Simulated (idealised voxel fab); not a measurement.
process module | voxel transistor to metal
cross-section cut | 195 nm wide | cells 5 nm
A cross-section is a grid of square cells, given in bands from the top down. A band is one or more rows of cells.
Each band's line starts with the height of the band's top and of its bottom, in nm. Then come its materials from left to right, each with its width in nm. One material with "throughout" fills the band from edge to edge. "air" is empty space.
Height 0 is the level under which the wafer as received is all one material. The lowest band goes on downwards, as in "0 down".
A width such as "30 to 40" changes by the same amount from each row of cells to the next, from the band's top row to its bottom row.
"no change" after a step means that no cell of the cross-section changed.
closed voids: empty space of 8 cells or more with no open way to the top, each as width x height at its distance from the left edge, in nm
after a step's settings: what the simulator itself notes on the step
overlay nm, on a step with a mask: how far to the right of its planned place the mask lay; to the left if negative
plan
1 op RECEIVE | material Si
2 op OXIDIZE | depth nm 5
3 op CONFORMAL_DEP | material SiN | thk nm 10
4 op MASKED_ETCH | tone cover | mask id ACTIVE | width nm 115 | etch materials SiN | depth nm 10 | overlay nm 0
5 op MASKED_ETCH | tone cover | mask id ACTIVE | width nm 115 | etch materials SiO2 | depth nm 5 | overlay nm 0
6 op MASKED_ETCH | tone cover | mask id ACTIVE | width nm 115 | etch materials Si | depth nm 30 | overlay nm 0
7 op FILL_DEP | material SiO2 | thk nm 15
8 op CMP | height nm 10
9 op SELECTIVE_ETCH | etch materials SiO2 | depth nm 10
10 op STRIP | etch materials SiN
11 op SELECTIVE_ETCH | etch materials SiO2 | depth nm 5
12 op OXIDIZE | depth nm 5
13 op DIRECTIONAL_DEP | material polySi | thk nm 25
14 op DIRECTIONAL_DEP | material SiCN | thk nm 15
15 op PATTERN | tone cover | mask id GATE | material resist | width nm 35 | thk nm 15 | overlay nm 0
16 op DIRECTIONAL_ETCH | etch materials SiCN | depth nm 25
17 op DIRECTIONAL_ETCH | etch materials polySi | depth nm 35
18 op STRIP | etch materials resist
19 op CONFORMAL_DEP | material SiN | thk nm 10
20 op DIRECTIONAL_ETCH | etch materials SiN | depth nm 10
21 op DIRECTIONAL_ETCH | etch materials SiO2 | depth nm 5
22 op EPI | material SiGe | thk nm 5
23 op FILL_DEP | material SiO2 | thk nm 5
24 op CMP | height nm 20
25 op STRIP | etch materials polySi
26 op SELECTIVE_ETCH | etch materials SiO2 | depth nm 5
27 op CONFORMAL_DEP | material HfO2 | thk nm 5
28 op CONFORMAL_DEP | material TiN | thk nm 5
29 op FILL_DEP | material W | thk nm 10
30 op CMP | height nm 15
31 op DIRECTIONAL_DEP | material SiO2 | thk nm 10
32 op MASKED_ETCH | tone open | mask id CONTACT | width nm 15 | pitch nm 80 | etch materials SiO2 | depth nm 30 | overlay nm 0
33 op CONFORMAL_DEP | material TiN | thk nm 5
34 op FILL_DEP | material W | thk nm 10
35 op CMP | height nm 25
36 op CONFORMAL_DEP | material SiCN | thk nm 5
37 op DIRECTIONAL_DEP | material SiO2 | thk nm 15
38 op MASKED_ETCH | tone open | mask id METAL_1 | width nm 15 | pitch nm 80 | etch materials SiO2 | depth nm 15 | overlay nm 0
39 op MASKED_ETCH | tone open | mask id METAL_1 | width nm 15 | pitch nm 80 | etch materials SiCN | depth nm 5 | overlay nm 0
40 op CONFORMAL_DEP | material TiN | thk nm 5
41 op FILL_DEP | material W | thk nm 10
42 op CMP | height nm 45
43 op CONFORMAL_DEP | material SiCN | thk nm 5
44 op DIRECTIONAL_DEP | material SiO2 | thk nm 35
45 op MASKED_ETCH | tone open | mask id METAL_2 | width nm 15 | pitch nm 80 | etch materials SiO2 | depth nm 20 | overlay nm 0
46 op DIRECTIONAL_DEP | material aC | thk nm 15
47 op PATTERN | tone open | mask id METAL_2_HOLES | material resist | width nm 15 | pitch nm 80 | thk nm 30 | overlay nm 0
48 op DIRECTIONAL_ETCH | etch materials aC | depth nm 15
49 op STRIP | etch materials resist
50 op DIRECTIONAL_ETCH | etch materials SiO2 | depth nm 15
51 op DIRECTIONAL_ETCH | etch materials SiCN | depth nm 5
52 op STRIP | etch materials aC
53 op CONFORMAL_DEP | material TiN | thk nm 5
54 op FILL_DEP | material Ru | thk nm 10
55 op CMP | height nm 85
56 op CONFORMAL_DEP | material SiN | thk nm 5
as received, after step 1
  0 down: Si throughout
  closed voids: none
a wafer at the end: this start, this plan, one mistake
  90 to 85: SiN throughout
  85 to 50: SiO2 50 | TiN 5 | Ru 5 | TiN 5 | SiO2 65 | TiN 5 | Ru 5 | TiN 5 | SiO2 50
  50 to 45: SiCN 50 | TiN 15 | SiCN 65 | TiN 15 | SiCN 50
  45 to 30: SiO2 50 | TiN 5 | W 5 | TiN 5 | SiO2 65 | TiN 5 | W 5 | TiN 5 | SiO2 50
  30 to 25: SiCN 50 | TiN 15 | SiCN 65 | TiN 15 | SiCN 50
  25 to 20: SiO2 50 | TiN 5 | W 5 | TiN 5 | SiO2 65 | TiN 5 | W 5 | TiN 5 | SiO2 50
  20 to 15: SiO2 50 | TiN 15 | SiO2 65 | TiN 15 | SiO2 50
  15 to 10: TiN 65 | HfO2 20 | TiN 5 | W 15 | TiN 5 | HfO2 20 | TiN 65
  10 to 5: HfO2 70 | SiN 10 | HfO2 5 | TiN 5 | W 15 | TiN 5 | HfO2 5 | SiN 10 | HfO2 70
  5 to 0: SiO2 70 | SiN 10 | HfO2 5 | TiN 5 | W 15 | TiN 5 | HfO2 5 | SiN 10 | SiO2 70
  0 to -5: SiO2 70 | SiN 10 | HfO2 5 | TiN 25 | HfO2 5 | SiN 10 | SiO2 70
  -5 to -10: SiO2 35 | SiGe 35 | SiO2 5 | HfO2 45 | SiO2 5 | SiGe 35 | SiO2 35
  -10 to -35: SiO2 40 | Si 115 | SiO2 40
  -35 down: Si throughout
  closed voids: none
what went wrong: step 24 ran as: op CMP | height nm 10
